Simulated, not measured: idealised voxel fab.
process module | voxel released beams
cross-section cut | 250 nm wide | cells 5 nm
A cross-section is a grid of square cells, given in bands from the top down. A band is one or more rows of cells.
Each band's line starts with the height of the band's top and of its bottom, in nm. Then come its materials from left to right, each with its width in nm. One material with "throughout" fills the band from edge to edge. "air" is empty space.
Height 0 is the level under which the wafer as received is all one material. The lowest band goes on downwards, as in "0 down".
A width such as "30 to 40" changes by the same amount from each row of cells to the next, from the band's top row to its bottom row.
"no change" after a step means that no cell of the cross-section changed.
closed voids: empty space of 8 cells or more with no open way to the top, each as width x height at its distance from the left edge, in nm
after a step's settings: what the simulator itself notes on the step
overlay nm, on a step with a mask: how far to the right of its planned place the mask lay; to the left if negative
plan
1 op RECEIVE | material Si
2 op CONFORMAL_DEP | material Al2O3 | thk nm 10
3 op DIRECTIONAL_DEP | material SiO2 | thk nm 20
4 op DIRECTIONAL_DEP | material aC | thk nm 15
5 op PATTERN | tone open | mask id ANCHOR | material resist | width nm 30 | thk nm 35 | overlay nm 0
6 op DIRECTIONAL_ETCH | etch materials aC | depth nm 15
7 op STRIP | etch materials resist
8 op DIRECTIONAL_ETCH | etch materials SiO2 | depth nm 20
9 op STRIP | etch materials aC
10 op CONFORMAL_DEP | material W | thk nm 10
11 op DIRECTIONAL_DEP | material aC | thk nm 10
12 op PATTERN | tone cover | mask id BEAM | material resist | width nm 90 | thk nm 25 | overlay nm 0
13 op DIRECTIONAL_ETCH | etch materials aC | depth nm 10
14 op STRIP | etch materials resist
15 op DIRECTIONAL_ETCH | etch materials W | depth nm 10
16 op STRIP | etch materials aC
17 op STRIP | etch materials SiO2
as received, after step 1
  0 down: Si throughout
  closed voids: none
a wafer at the end: this start, this plan, one mistake
  40 to 30: air 75 | W 90 | air 85
  30 to 20: Al2O3 throughout
  20 to 0: SiO2 throughout
  0 down: Si throughout
  closed voids: none
what went wrong: steps 2 and 3 were swapped
